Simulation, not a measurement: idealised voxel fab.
Process module heading - voxel spacer lines
Section cut is 245 nm wide and gridded with 5 nm square cells.
Heads up, the way a cross-section reads in here is a grid of square cells, handed over as bands from the top down, with every band being one or more rows of cells. The entry gives the band's vertical extent as a top height and a bottom height in nm, then its horizontal make-up as materials from left to right, each with a width in nm. "blank" stands for empty space; a single material marked "throughout" fills the band edge to edge. Below 0: as-received wafer, all one material; heights counted from there. Lowest band: no bottom, goes on down, written "top 0, no bottom". The width entry "30..40" should be interpreted row by row: the top row of cells in the band takes the first number, the bottom row takes the second number, and the change between adjacent rows is uniform throughout. The cross-section has no changed cell in any step marked "no alteration". Empty spaces without an open route to the top, at least 8 cells in extent, make up the entry "Entrapped voids"; each is given as width x height at distance, where the distance is measured from the left edge, and all are in nm. It should be noted that, on the line of a given step, the content following the step's settings is a remark produced by the simulator itself with respect to that step. Steps that use a mask can have "overlay nm" on their line. It says how far the mask sat to the right of where it was meant to be. Negative means to the left.
Process steps - plan:
1 RECEIVE with material Si
2 CONFORMAL_DEP with material Al2O3, thk nm 5
3 DIRECTIONAL_DEP with material TiN, thk nm 10
4 DIRECTIONAL_DEP with material aC, thk nm 25
5 PATTERN with tone cover, mask id MANDREL, material resist, width nm 20, pitch nm 60, thk nm 30, overlay nm 0
6 DIRECTIONAL_ETCH with etch materials aC, depth nm 25
7 STRIP with etch materials resist
8 CONFORMAL_DEP with material SiO2, thk nm 10
9 DIRECTIONAL_ETCH with etch materials SiO2, depth nm 10
10 STRIP with etch materials aC
11 DIRECTIONAL_ETCH with etch materials TiN, depth nm 10
12 STRIP with etch materials SiO2
13 FILL_DEP with material lowk, thk nm 5
14 CMP with height nm 15
First wafer of two (run as planned):
Step 1 complete: cross-section of the wafer as received:
> top 0, no bottom  Si throughout
> Entrapped voids: none
After step 2: wafer cross-section:
> top 5, bottom 0  Al2O3 throughout
> Nothing below the height 0 has changed.
After step 3: wafer cross-section:
> top 15, bottom 5  TiN throughout
> Nothing below the height 5 has changed.
After step 4: wafer cross-section:
> top 40, bottom 15  aC throughout
> Nothing below the height 15 has changed.
After step 5: wafer cross-section:
> top 70, bottom 40  80 blank, 20 resist, 40 blank, 20 resist, 85 blank
> Nothing below the height 40 has changed.
After step 6: wafer cross-section:
> top 45, bottom 40  80 blank, 20 resist, 40 blank, 20 resist, 85 blank
> top 40, bottom 15  80 blank, 20 aC, 40 blank, 20 aC, 85 blank
> Nothing below the height 15 has changed.
After step 7: wafer cross-section:
> top 40, bottom 15  80 blank, 20 aC, 40 blank, 20 aC, 85 blank
> Nothing below the height 15 has changed.
After step 8: wafer cross-section:
> top 50, bottom 40  70 blank, 40 SiO2, 20 blank, 40 SiO2, 75 blank
> top 40, bottom 25  70 blank, 10 SiO2, 20 aC, 10 SiO2, 20 blank, 10 SiO2, 20 aC, 10 SiO2, 75 blank
> top 25, bottom 15  80 SiO2, 20 aC, 40 SiO2, 20 aC, 85 SiO2
> Nothing below the height 15 has changed.
After step 9: wafer cross-section:
> top 40, bottom 15  70 blank, 10 SiO2, 20 aC, 10 SiO2, 20 blank, 10 SiO2, 20 aC, 10 SiO2, 75 blank
> Nothing below the height 15 has changed.
After step 10: wafer cross-section:
> top 40, bottom 15  70 blank, 10 SiO2, 20 blank, 10 SiO2, 20 blank, 10 SiO2, 20 blank, 10 SiO2, 75 blank
> Nothing below the height 15 has changed.
After step 11: wafer cross-section:
> top 40, bottom 15  70 blank, 10 SiO2, 20 blank, 10 SiO2, 20 blank, 10 SiO2, 20 blank, 10 SiO2, 75 blank
> top 15, bottom 5  70 blank, 10 TiN, 20 blank, 10 TiN, 20 blank, 10 TiN, 20 blank, 10 TiN, 75 blank
> Nothing below the height 5 has changed.
After step 12: wafer cross-section:
> top 15, bottom 5  70 blank, 10 TiN, 20 blank, 10 TiN, 20 blank, 10 TiN, 20 blank, 10 TiN, 75 blank
> Nothing below the height 5 has changed.
After step 13: wafer cross-section:
> top 20, bottom 15  lowk throughout
> top 15, bottom 5  70 lowk, 10 TiN, 20 lowk, 10 TiN, 20 lowk, 10 TiN, 20 lowk, 10 TiN, 75 lowk
> Nothing below the height 5 has changed.
After step 14: wafer cross-section:
> top 15, bottom 5  70 lowk, 10 TiN, 20 lowk, 10 TiN, 20 lowk, 10 TiN, 20 lowk, 10 TiN, 75 lowk
> Nothing below the height 5 has changed.
The Second Wafer: Common Origin and Plan, One Mistake in Execution, Identical to the First Through Step 4:
Second wafer, sectioned view, at step 5's planned end time:
> top 70, bottom 40  85 blank, 15 resist, 45 blank, 15 resist, 85 blank
> Nothing below the height 40 has changed.
Second wafer, sectioned view, at step 6's planned end time:
> top 45, bottom 40  85 blank, 15 resist, 45 blank, 15 resist, 85 blank
> top 40, bottom 15  85 blank, 15 aC, 45 blank, 15 aC, 85 blank
> Nothing below the height 15 has changed.
Second wafer, sectioned view, at step 7's planned end time:
> top 40, bottom 15  85 blank, 15 aC, 45 blank, 15 aC, 85 blank
> Nothing below the height 15 has changed.
Second wafer, sectioned view, at step 8's planned end time:
> top 50, bottom 40  75 blank, 35 SiO2, 25 blank, 35 SiO2, 75 blank
> top 40, bottom 25  75 blank, 10 SiO2, 15 aC, 10 SiO2, 25 blank, 10 SiO2, 15 aC, 10 SiO2, 75 blank
> top 25, bottom 15  85 SiO2, 15 aC, 45 SiO2, 15 aC, 85 SiO2
> Nothing below the height 15 has changed.
Second wafer, sectioned view, at step 9's planned end time:
> top 40, bottom 15  75 blank, 10 SiO2, 15 aC, 10 SiO2, 25 blank, 10 SiO2, 15 aC, 10 SiO2, 75 blank
> Nothing below the height 15 has changed.
Second wafer, sectioned view, at step 10's planned end time:
> top 40, bottom 15  75 blank, 10 SiO2, 15 blank, 10 SiO2, 25 blank, 10 SiO2, 15 blank, 10 SiO2, 75 blank
> Nothing below the height 15 has changed.
Second wafer, sectioned view, at step 11's planned end time:
> top 40, bottom 15  75 blank, 10 SiO2, 15 blank, 10 SiO2, 25 blank, 10 SiO2, 15 blank, 10 SiO2, 75 blank
> top 15, bottom 5  75 blank, 10 TiN, 15 blank, 10 TiN, 25 blank, 10 TiN, 15 blank, 10 TiN, 75 blank
> Nothing below the height 5 has changed.
Second wafer, sectioned view, at step 12's planned end time:
> top 15, bottom 5  75 blank, 10 TiN, 15 blank, 10 TiN, 25 blank, 10 TiN, 15 blank, 10 TiN, 75 blank
> Nothing below the height 5 has changed.
Second wafer, sectioned view, at step 13's planned end time:
> top 20, bottom 15  lowk throughout
> top 15, bottom 5  75 lowk, 10 TiN, 15 lowk, 10 TiN, 25 lowk, 10 TiN, 15 lowk, 10 TiN, 75 lowk
> Nothing below the height 5 has changed.
Second wafer, sectioned view, at step 14's planned end time:
> top 15, bottom 5  75 lowk, 10 TiN, 15 lowk, 10 TiN, 25 lowk, 10 TiN, 15 lowk, 10 TiN, 75 lowk
> Nothing below the height 5 has changed.
What was the processing mistake? step 5 ran as: PATTERN with tone cover, mask id MANDREL, material resist, width nm 15, pitch nm 60, thk nm 30, overlay nm 0
At the end, each material covers as many cells on the second wafer as it does on the first, though the cells it covers are elsewhere.
